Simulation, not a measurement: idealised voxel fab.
process module | voxel capacitor over wiring
cross-section cut | 225 nm wide | cells 5 nm
A cross-section is a grid of square cells, given in bands from the top down. A band is one or more rows of cells.
Each band's line starts with the height of the band's top and of its bottom, in nm. Then come its materials from left to right, each with its width in nm. One material with "throughout" fills the band from edge to edge. "air" is empty space.
Height 0 is the level under which the wafer as received is all one material. The lowest band goes on downwards, as in "0 down".
A width such as "30 to 40" changes by the same amount from each row of cells to the next, from the band's top row to its bottom row.
"no change" after a step means that no cell of the cross-section changed.
closed voids: empty space of 8 cells or more with no open way to the top, each as width x height at its distance from the left edge, in nm
after a step's settings: what the simulator itself notes on the step
overlay nm, on a step with a mask: how far to the right of its planned place the mask lay; to the left if negative
plan
1 op RECEIVE | material Si
2 op CONFORMAL_DEP | material SiO2 | thk nm 15
3 op DIRECTIONAL_DEP | material TiN | thk nm 5
4 op DIRECTIONAL_DEP | material W | thk nm 25
5 op MASKED_ETCH | tone cover | mask id METAL_1 | width nm 30 | pitch nm 95 | etch materials W | depth nm 25 | overlay nm 0
6 op MASKED_ETCH | tone cover | mask id METAL_1 | width nm 30 | pitch nm 95 | etch materials TiN | depth nm 5 | overlay nm 0
7 op CONFORMAL_DEP | material SiN | thk nm 5
8 op FILL_DEP | material SiO2 | thk nm 10
9 op CMP | height nm 45
10 op CONFORMAL_DEP | material SiCN | thk nm 5
11 op DIRECTIONAL_DEP | material lowk | thk nm 20
12 op DIRECTIONAL_DEP | material aC | thk nm 15
13 op PATTERN | tone open | mask id PLUG_1 | material resist | width nm 15 | thk nm 30 | overlay nm 0
14 op DIRECTIONAL_ETCH | etch materials aC | depth nm 15
15 op STRIP | etch materials resist
16 op DIRECTIONAL_ETCH | etch materials lowk | depth nm 20
17 op DIRECTIONAL_ETCH | etch materials SiCN | depth nm 5
18 op STRIP | etch materials aC
19 op EPI | material Ru | thk nm 10
20 op EPI | material Ru | thk nm 10
21 op EPI | material Ru | thk nm 5
22 op DIRECTIONAL_DEP | material TiN | thk nm 10
23 op DIRECTIONAL_DEP | material SiN | thk nm 5
24 op DIRECTIONAL_DEP | material TiN | thk nm 10
25 op DIRECTIONAL_DEP | material aC | thk nm 15
26 op PATTERN | tone cover | mask id UPPER_PLATE | material resist | width nm 70 | thk nm 35 | overlay nm 0
27 op DIRECTIONAL_ETCH | etch materials aC | depth nm 15
28 op STRIP | etch materials resist
29 op DIRECTIONAL_ETCH | etch materials TiN | depth nm 10
30 op DIRECTIONAL_ETCH | etch materials SiN | depth nm 5
31 op STRIP | etch materials aC
32 op DIRECTIONAL_DEP | material aC | thk nm 10
33 op PATTERN | tone cover | mask id LOWER_PLATE | material resist | width nm 80 | thk nm 25 | overlay nm 0
34 op DIRECTIONAL_ETCH | etch materials aC | depth nm 10
35 op STRIP | etch materials resist
36 op DIRECTIONAL_ETCH | etch materials TiN | depth nm 10
37 op STRIP | etch materials aC
38 op FILL_DEP | material SiO2 | thk nm 20
39 op CMP | height nm 110
40 op DIRECTIONAL_DEP | material aC | thk nm 15
41 op PATTERN | tone open | mask id PLUG_2 | material resist | width nm 15 | thk nm 35 | overlay nm 0
42 op DIRECTIONAL_ETCH | etch materials aC | depth nm 15
43 op STRIP | etch materials resist
44 op DIRECTIONAL_ETCH | etch materials SiO2 | depth nm 15
45 op STRIP | etch materials aC
46 op CONFORMAL_DEP | material TiN | thk nm 5
47 op FILL_DEP | material Ru | thk nm 10
48 op CMP | height nm 110
49 op CONFORMAL_DEP | material SiCN | thk nm 5
first wafer, as planned
as received, after step 1
  0 down: Si throughout
  closed voids: none
after step 2
  15 to 0: SiO2 throughout
  below 0: unchanged
after step 3
  20 to 15: TiN throughout
  below 15: unchanged
after step 4
  45 to 20: W throughout
  below 20: unchanged
after step 5
  45 to 20: air 50 | W 30 | air 65 | W 30 | air 50
  below 20: unchanged
after step 6
  45 to 20: air 50 | W 30 | air 65 | W 30 | air 50
  20 to 15: air 50 | TiN 30 | air 65 | TiN 30 | air 50
  below 15: unchanged
after step 7
  50 to 45: air 45 | SiN 40 | air 55 | SiN 40 | air 45
  45 to 20: air 45 | SiN 5 | W 30 | SiN 5 | air 55 | SiN 5 | W 30 | SiN 5 | air 45
  20 to 15: SiN 50 | TiN 30 | SiN 65 | TiN 30 | SiN 50
  below 15: unchanged
after step 8
  60 to 50: SiO2 throughout
  50 to 45: SiO2 45 | SiN 40 | SiO2 55 | SiN 40 | SiO2 45
  45 to 20: SiO2 45 | SiN 5 | W 30 | SiN 5 | SiO2 55 | SiN 5 | W 30 | SiN 5 | SiO2 45
  below 20: unchanged
after step 9
  45 to 20: SiO2 45 | SiN 5 | W 30 | SiN 5 | SiO2 55 | SiN 5 | W 30 | SiN 5 | SiO2 45
  below 20: unchanged
after step 10
  50 to 45: SiCN throughout
  below 45: unchanged
after step 11
  70 to 50: lowk throughout
  below 50: unchanged
after step 12
  85 to 70: aC throughout
  below 70: unchanged
after step 13
  115 to 85: resist 65 | air 15 | resist 145
  below 85: unchanged
after step 14
  100 to 85: resist 65 | air 15 | resist 145
  85 to 70: aC 65 | air 15 | aC 145
  below 70: unchanged
after step 15
  85 to 70: aC 65 | air 15 | aC 145
  below 70: unchanged
after step 16
  85 to 70: aC 65 | air 15 | aC 145
  70 to 50: lowk 65 | air 15 | lowk 145
  below 50: unchanged
after step 17
  85 to 70: aC 65 | air 15 | aC 145
  70 to 50: lowk 65 | air 15 | lowk 145
  50 to 45: SiCN 65 | air 15 | SiCN 145
  below 45: unchanged
after step 18
  70 to 50: lowk 65 | air 15 | lowk 145
  below 50: unchanged
after step 19
  70 to 55: lowk 65 | air 15 | lowk 145
  55 to 50: lowk 65 | Ru 15 | lowk 145
  50 to 45: SiCN 65 | Ru 15 | SiCN 145
  below 45: unchanged
after step 20
  70 to 65: lowk 65 | air 15 | lowk 145
  65 to 50: lowk 65 | Ru 15 | lowk 145
  below 50: unchanged
after step 21
  70 to 50: lowk 65 | Ru 15 | lowk 145
  below 50: unchanged
after step 22
  80 to 70: TiN throughout
  below 70: unchanged
after step 23
  85 to 80: SiN throughout
  below 80: unchanged
after step 24
  95 to 85: TiN throughout
  below 85: unchanged
after step 25
  110 to 95: aC throughout
  below 95: unchanged
after step 26
  145 to 110: air 65 | resist 70 | air 90
  below 110: unchanged
after step 27
  130 to 110: air 65 | resist 70 | air 90
  110 to 95: air 65 | aC 70 | air 90
  below 95: unchanged
after step 28
  110 to 95: air 65 | aC 70 | air 90
  below 95: unchanged
after step 29
  110 to 95: air 65 | aC 70 | air 90
  95 to 85: air 65 | TiN 70 | air 90
  below 85: unchanged
after step 30
  110 to 95: air 65 | aC 70 | air 90
  95 to 85: air 65 | TiN 70 | air 90
  85 to 80: air 65 | SiN 70 | air 90
  below 80: unchanged
after step 31
  95 to 85: air 65 | TiN 70 | air 90
  below 85: unchanged
after step 32
  105 to 95: air 65 | aC 70 | air 90
  95 to 90: air 65 | TiN 70 | air 90
  90 to 85: aC 65 | TiN 70 | aC 90
  85 to 80: aC 65 | SiN 70 | aC 90
  below 80: unchanged
after step 33
  130 to 105: air 60 | resist 80 | air 85
  105 to 95: air 60 | resist 5 | aC 70 | resist 5 | air 85
  95 to 90: air 60 | resist 5 | TiN 70 | resist 5 | air 85
  below 90: unchanged
after step 34
  120 to 105: air 60 | resist 80 | air 85
  105 to 95: air 60 | resist 5 | aC 70 | resist 5 | air 85
  95 to 90: air 60 | resist 5 | TiN 70 | resist 5 | air 85
  90 to 85: air 60 | aC 5 | TiN 70 | aC 5 | air 85
  85 to 80: air 60 | aC 5 | SiN 70 | aC 5 | air 85
  below 80: unchanged
after step 35
  105 to 95: air 65 | aC 70 | air 90
  95 to 90: air 65 | TiN 70 | air 90
  below 90: unchanged
after step 36
  105 to 95: air 65 | aC 70 | air 90
  95 to 90: air 65 | TiN 70 | air 90
  90 to 85: air 60 | aC 5 | TiN 70 | aC 5 | air 85
  85 to 80: air 60 | aC 5 | SiN 70 | aC 5 | air 85
  80 to 70: air 60 | TiN 80 | air 85
  below 70: unchanged
after step 37
  95 to 85: air 65 | TiN 70 | air 90
  85 to 80: air 65 | SiN 70 | air 90
  below 80: unchanged
after step 38
  115 to 95: SiO2 throughout
  95 to 85: SiO2 65 | TiN 70 | SiO2 90
  85 to 80: SiO2 65 | SiN 70 | SiO2 90
  80 to 70: SiO2 60 | TiN 80 | SiO2 85
  below 70: unchanged
after step 39
  110 to 95: SiO2 throughout
  below 95: unchanged
after step 40
  125 to 110: aC throughout
  below 110: unchanged
after step 41
  160 to 125: resist 75 | air 15 | resist 135
  below 125: unchanged
after step 42
  145 to 125: resist 75 | air 15 | resist 135
  125 to 110: aC 75 | air 15 | aC 135
  below 110: unchanged
after step 43
  125 to 110: aC 75 | air 15 | aC 135
  below 110: unchanged
after step 44
  125 to 110: aC 75 | air 15 | aC 135
  110 to 95: SiO2 75 | air 15 | SiO2 135
  below 95: unchanged
after step 45
  110 to 95: SiO2 75 | air 15 | SiO2 135
  below 95: unchanged
after step 46
  115 to 110: TiN 80 | air 5 | TiN 140
  110 to 100: SiO2 75 | TiN 5 | air 5 | TiN 5 | SiO2 135
  100 to 95: SiO2 75 | TiN 15 | SiO2 135
  below 95: unchanged
after step 47
  125 to 115: Ru throughout
  115 to 110: TiN 80 | Ru 5 | TiN 140
  110 to 100: SiO2 75 | TiN 5 | Ru 5 | TiN 5 | SiO2 135
  below 100: unchanged
after step 48
  110 to 100: SiO2 75 | TiN 5 | Ru 5 | TiN 5 | SiO2 135
  below 100: unchanged
after step 49
  115 to 110: SiCN throughout
  below 110: unchanged
second wafer: like start, like plan, one mistake. Through step 10 it matches the first wafer
when step 11 should have ended
  90 to 50: lowk throughout
  below 50: unchanged
when step 12 should have ended
  105 to 90: aC throughout
  below 90: unchanged
when step 13 should have ended
  135 to 105: resist 65 | air 15 | resist 145
  below 105: unchanged
when step 14 should have ended
  120 to 105: resist 65 | air 15 | resist 145
  105 to 90: aC 65 | air 15 | aC 145
  below 90: unchanged
when step 15 should have ended
  105 to 90: aC 65 | air 15 | aC 145
  below 90: unchanged
when step 16 should have ended
  105 to 90: aC 65 | air 15 | aC 145
  90 to 70: lowk 65 | air 15 | lowk 145
  below 70: unchanged
when step 17 should have ended: no change
when step 18 should have ended
  90 to 70: lowk 65 | air 15 | lowk 145
  below 70: unchanged
when step 19 should have ended: no change
when step 20 should have ended: no change
when step 21 should have ended: no change
when step 22 should have ended
  100 to 90: TiN 65 | air 15 | TiN 145
  90 to 80: lowk 65 | air 15 | lowk 145
  80 to 70: lowk 65 | TiN 15 | lowk 145
  below 70: unchanged
when step 23 should have ended
  105 to 100: SiN 65 | air 15 | SiN 145
  100 to 90: TiN 65 | air 15 | TiN 145
  90 to 85: lowk 65 | air 15 | lowk 145
  85 to 80: lowk 65 | SiN 15 | lowk 145
  below 80: unchanged
when step 24 should have ended
  115 to 105: TiN 65 | air 15 | TiN 145
  105 to 100: SiN 65 | air 15 | SiN 145
  100 to 95: TiN 65 | air 15 | TiN 145
  95 to 90: TiN throughout
  90 to 85: lowk 65 | TiN 15 | lowk 145
  below 85: unchanged
when step 25 should have ended
  130 to 115: aC 65 | air 15 | aC 145
  115 to 110: TiN 65 | air 15 | TiN 145
  110 to 105: TiN 65 | aC 15 | TiN 145
  105 to 100: SiN 65 | aC 15 | SiN 145
  100 to 95: TiN 65 | aC 15 | TiN 145
  below 95: unchanged
when step 26 should have ended
  165 to 130: air 65 | resist 70 | air 90
  130 to 115: aC 65 | resist 15 | aC 145
  115 to 110: TiN 65 | resist 15 | TiN 145
  below 110: unchanged
when step 27 should have ended
  150 to 130: air 65 | resist 70 | air 90
  130 to 115: air 65 | resist 15 | aC 55 | air 90
  below 115: unchanged
when step 28 should have ended
  130 to 115: air 80 | aC 55 | air 90
  115 to 110: TiN 65 | air 15 | TiN 145
  below 110: unchanged
when step 29 should have ended
  130 to 115: air 80 | aC 55 | air 90
  115 to 110: air 80 | TiN 55 | air 90
  110 to 105: air 65 | aC 15 | TiN 55 | air 90
  below 105: unchanged
when step 30 should have ended
  130 to 115: air 80 | aC 55 | air 90
  115 to 110: air 80 | TiN 55 | air 90
  110 to 105: air 65 | aC 15 | TiN 55 | air 90
  105 to 100: air 65 | aC 15 | SiN 55 | air 90
  below 100: unchanged
when step 31 should have ended
  115 to 105: air 80 | TiN 55 | air 90
  105 to 100: air 80 | SiN 55 | air 90
  100 to 95: TiN 65 | air 15 | TiN 145
  below 95: unchanged
when step 32 should have ended
  125 to 115: air 80 | aC 55 | air 90
  115 to 110: air 80 | TiN 55 | air 90
  110 to 105: aC 65 | air 15 | TiN 55 | aC 90
  105 to 100: aC 80 | SiN 55 | aC 90
  100 to 95: TiN 65 | aC 15 | TiN 145
  below 95: unchanged
when step 33 should have ended
  150 to 125: air 60 | resist 80 | air 85
  125 to 115: air 60 | resist 20 | aC 55 | resist 5 | air 85
  115 to 110: air 60 | resist 20 | TiN 55 | resist 5 | air 85
  110 to 105: aC 65 | resist 15 | TiN 55 | aC 90
  below 105: unchanged
when step 34 should have ended
  140 to 125: air 60 | resist 80 | air 85
  125 to 115: air 60 | resist 20 | aC 55 | resist 5 | air 85
  115 to 110: air 60 | resist 20 | TiN 55 | resist 5 | air 85
  110 to 105: air 60 | aC 5 | resist 15 | TiN 55 | aC 5 | air 85
  105 to 100: air 60 | aC 20 | SiN 55 | aC 5 | air 85
  below 100: unchanged
when step 35 should have ended
  125 to 115: air 80 | aC 55 | air 90
  115 to 110: air 80 | TiN 55 | air 90
  110 to 105: air 60 | aC 5 | air 15 | TiN 55 | aC 5 | air 85
  below 105: unchanged
when step 36 should have ended
  125 to 115: air 80 | aC 55 | air 90
  115 to 110: air 80 | TiN 55 | air 90
  110 to 105: air 60 | aC 5 | air 15 | TiN 55 | aC 5 | air 85
  105 to 100: air 60 | aC 20 | SiN 55 | aC 5 | air 85
  100 to 95: air 60 | TiN 5 | aC 15 | TiN 60 | air 85
  95 to 90: air 60 | TiN 80 | air 85
  below 90: unchanged
when step 37 should have ended
  115 to 105: air 80 | TiN 55 | air 90
  105 to 100: air 80 | SiN 55 | air 90
  100 to 95: air 60 | TiN 5 | air 15 | TiN 60 | air 85
  below 95: unchanged
when step 38 should have ended
  135 to 115: SiO2 throughout
  115 to 105: SiO2 80 | TiN 55 | SiO2 90
  105 to 100: SiO2 80 | SiN 55 | SiO2 90
  100 to 95: SiO2 60 | TiN 5 | SiO2 15 | TiN 60 | SiO2 85
  95 to 90: SiO2 60 | TiN 80 | SiO2 85
  below 90: unchanged
when step 39 should have ended
  110 to 105: SiO2 80 | TiN 55 | SiO2 90
  below 105: unchanged
when step 40 should have ended
  125 to 110: aC throughout
  below 110: unchanged
when step 41 should have ended
  160 to 125: resist 75 | air 15 | resist 135
  below 125: unchanged
when step 42 should have ended
  145 to 125: resist 75 | air 15 | resist 135
  125 to 110: aC 75 | air 15 | aC 135
  below 110: unchanged
when step 43 should have ended
  125 to 110: aC 75 | air 15 | aC 135
  below 110: unchanged
when step 44 should have ended
  125 to 110: aC 75 | air 15 | aC 135
  110 to 105: SiO2 75 | air 5 | TiN 55 | SiO2 90
  105 to 100: SiO2 75 | air 5 | SiN 55 | SiO2 90
  100 to 95: SiO2 60 | TiN 5 | SiO2 10 | air 5 | TiN 60 | SiO2 85
  below 95: unchanged
when step 45 should have ended
  110 to 105: SiO2 75 | air 5 | TiN 55 | SiO2 90
  below 105: unchanged
when step 46 should have ended
  115 to 110: TiN throughout
  110 to 105: SiO2 75 | TiN 60 | SiO2 90
  105 to 100: SiO2 75 | TiN 5 | SiN 55 | SiO2 90
  100 to 95: SiO2 60 | TiN 5 | SiO2 10 | TiN 65 | SiO2 85
  below 95: unchanged
when step 47 should have ended
  125 to 115: Ru throughout
  below 115: unchanged
when step 48 should have ended
  110 to 105: SiO2 75 | TiN 60 | SiO2 90
  below 105: unchanged
when step 49 should have ended
  115 to 110: SiCN throughout
  below 110: unchanged
what went wrong: step 11 was run twice
at the end the second wafer has, in cells: 17 fewer of Ru | 3 more of SiCN | 151 fewer of SiO2 | 15 fewer of TiN | 180 more of lowk
